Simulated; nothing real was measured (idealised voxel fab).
Documented hereafter: the process module known as voxel ribs on slabs.
Square cells of 5 nm make up the cross-section cut, whose width is 195 nm.
Cross-section = grid of square cells, listed top down in bands; band = one or more rows.
Band entry format. Leading values: height of top, height of bottom, nm. Remainder: materials in left-to-right order, each with its width in nm. Special words: "edge to edge" on a single material, which then fills the band edge to edge; "empty", empty space.
We count height from 0. Below that, the starting wafer is all one material. The lowest band never ends at the bottom but goes on down; see "0..down" for how that is written.
The expression "30 to 40" gives the width at the extremes of the band, the first number at its top row of cells and the second at its bottom row, with the width changing by equal amounts from each row to the next in between.
Where a step carries "nothing changed", the cross-section came out of it unchanged, cell for cell.
Entry "Cavities, closed" = empty spaces >= 8 cells with no open way to the top; each as width x height at distance, distance from left edge, all nm.
Past the settings on a step's line: simulator remark, on that step.
On any step carrying a mask, the "overlay nm" setting, if present on the step's line, tells how far right of its planned place the mask lay; negative values point to the left.

Process steps foreseen in the plan
| 1 | RECEIVE, material Si |
| 2 | DIRECTIONAL_DEP, material SiO2, thk nm 20 |
| 3 | DIRECTIONAL_DEP, material SiN, thk nm 25 |
| 4 | MASKED_ETCH, tone cover, mask id RIB, width nm 15, etch materials SiN, depth nm 5, overlay nm 0 |
| 5 | PATTERN, tone cover, mask id SLAB, material resist, width nm 55, thk nm 15, overlay nm 0 |
| 6 | DIRECTIONAL_ETCH, etch materials SiN, depth nm 20 |
| 7 | STRIP, etch materials resist |
| 8 | FILL_DEP, material SiO2, thk nm 30 |
| 9 | CMP, height nm 65 |
| 10 | DIRECTIONAL_DEP, material W, thk nm 10 |
| 11 | DIRECTIONAL_DEP, material aC, thk nm 10 |
| 12 | PATTERN, tone cover, mask id HEATER, material resist, width nm 25, thk nm 25, overlay nm 0 |
| 13 | DIRECTIONAL_ETCH, etch materials aC, depth nm 10 |
| 14 | STRIP, etch materials resist |
| 15 | DIRECTIONAL_ETCH, etch materials W, depth nm 10 |
| 16 | STRIP, etch materials aC |
| 17 | CONFORMAL_DEP, material SiN, thk nm 10 |

Cross-section of the wafer upon arrival, representing the state reached after step 1
0..down  Si edge to edge
Cavities, closed: none

First of two wafers, end-of-module section, run followed plan
85..75  empty 75 nm, SiN 45 nm, empty 75 nm
75..65  SiN 85 nm, W 25 nm, SiN 85 nm
65..45  SiO2 edge to edge
45..40  SiO2 90 nm, SiN 15 nm, SiO2 90 nm
40..20  SiO2 70 nm, SiN 55 nm, SiO2 70 nm
20..0  SiO2 edge to edge
0..down  Si edge to edge
Cavities, closed: none

What the second wafer looks like in cross-section once the module is done. Its start and its plan matched the first wafer's exactly; what differed was one mistake in how it was run
85..75  empty 75 nm, SiN 45 nm, empty 75 nm
75..65  SiN 85 nm, W 25 nm, SiN 85 nm
65..45  SiO2 edge to edge
45..40  SiO2 85 nm, SiN 15 nm, SiO2 95 nm
40..20  SiO2 70 nm, SiN 55 nm, SiO2 70 nm
20..0  SiO2 edge to edge
0..down  Si edge to edge
Cavities, closed: none
So what did we get wrong on this run? step 4 did not use the planned setting and instead ran as MASKED_ETCH, tone cover, mask id RIB, width nm 15, etch materials SiN, depth nm 5, overlay nm -5
At the end, each material covers as many cells on the second wafer as it does on the first, though the cells it covers are elsewhere.
